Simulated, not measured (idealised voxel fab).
Name of the process module below: voxel trench capacitor
For reference, the cross-section in this document is cut, with width 195 nm and square cells of 5 nm.
Think of the cross-section as a grid of square cells. We describe it in bands, top to bottom, and each band covers one or more rows of those cells. Per band: top height and bottom height in nm, followed by the left-to-right materials and their widths in nm; "edge to edge" marks a single material spanning edge to edge, "blank" marks empty space. Beneath 0, the wafer as received is one material, and that level is where height counting begins. The lowest band goes on downward without a bottom; it is written like "0 nm and below". Width "30->40": first value at the band's top row of cells, second value at its bottom row, equal change from row to row. When a step is marked "all unchanged", none of the cells in the cross-section changed during that step. The entry "Enclosed internal voids" lists the empty spaces that cover at least 8 cells and have no open path to the top. Each is written as width x height at distance, where the distance is measured from the left edge and all three values are in nm. That trailing text on a step's line, after the settings, is the simulator's own remark on the step. overlay nm: mask offset rightward from planned place, masked step; negative means leftward offset.

THE PLANNED PROCESS STEPS ARE ENUMERATED HEREUNDER
- 1: RECEIVE | material Si
- 2: CONFORMAL_DEP | material SiN | thk nm 5
- 3: DIRECTIONAL_DEP | material aC | thk nm 15
- 4: PATTERN | tone open | mask id TRENCH | material resist | width nm 25 | pitch nm 55 | thk nm 35 | overlay nm 0
- 5: DIRECTIONAL_ETCH | etch materials aC | depth nm 15
- 6: STRIP | etch materials resist
- 7: DIRECTIONAL_ETCH | etch materials SiN | depth nm 5
- 8: DIRECTIONAL_ETCH | etch materials Si | depth nm 35
- 9: STRIP | etch materials aC
- 10: CONFORMAL_DEP | material SiO2 | thk nm 5
- 11: FILL_DEP | material polySi | thk nm 10
- 12: CMP | height nm 5

THIS IS THE CROSS-SECTION OF THE WAFER AS WE RECEIVED IT, I.E. AFTER STEP 1
* 0 nm and below: Si edge to edge
* Enclosed internal voids: none

FIRST OF TWO WAFERS: CROSS-SECTION AT END OF MODULE, RUN PER PLAN
* 5 nm to 0 nm: 30 of SiN / 5 of SiO2 / 15 of polySi / 5 of SiO2 / 30 of SiN / 5 of SiO2 / 15 of polySi / 5 of SiO2 / 30 of SiN / 5 of SiO2 / 15 of polySi / 5 of SiO2 / 30 of SiN
* 0 nm to -30 nm: 30 of Si / 5 of SiO2 / 15 of polySi / 5 of SiO2 / 30 of Si / 5 of SiO2 / 15 of polySi / 5 of SiO2 / 30 of Si / 5 of SiO2 / 15 of polySi / 5 of SiO2 / 30 of Si
* -30 nm to -35 nm: 30 of Si / 25 of SiO2 / 30 of Si / 25 of SiO2 / 30 of Si / 25 of SiO2 / 30 of Si
* -35 nm and below: Si edge to edge
* Enclosed internal voids: none

NOW THE SECOND WAFER, CROSS-SECTIONED AT THE END OF THE MODULE. NOTHING DIFFERENT AT THE START, NOTHING DIFFERENT IN THE PLAN COMPARED WITH THE FIRST, JUST ONE MISTAKE WHEN IT WAS ACTUALLY RUN
* 5 nm to 0 nm: 25 of polySi / 5 of SiO2 / 25 of SiN / 5 of SiO2 / 20 of polySi / 5 of SiO2 / 25 of SiN / 5 of SiO2 / 20 of polySi / 5 of SiO2 / 25 of SiN / 5 of SiO2 / 25 of polySi
* 0 nm to -30 nm: 25 of polySi / 5 of SiO2 / 25 of Si / 5 of SiO2 / 20 of polySi / 5 of SiO2 / 25 of Si / 5 of SiO2 / 20 of polySi / 5 of SiO2 / 25 of Si / 5 of SiO2 / 25 of polySi
* -30 nm to -35 nm: 30 of SiO2 / 25 of Si / 30 of SiO2 / 25 of Si / 30 of SiO2 / 25 of Si / 30 of SiO2
* -35 nm and below: Si edge to edge
* Enclosed internal voids: none
Against the plan, the run slipped here: step 4 was not run as planned; what actually ran was PATTERN | tone cover | mask id TRENCH | material resist | width nm 25 | pitch nm 55 | thk nm 35 | overlay nm 0
Cell-count delta at end, second wafer over first, by material: Si: 63 fewer | SiN: 9 fewer | SiO2: 9 more | polySi: 63 more
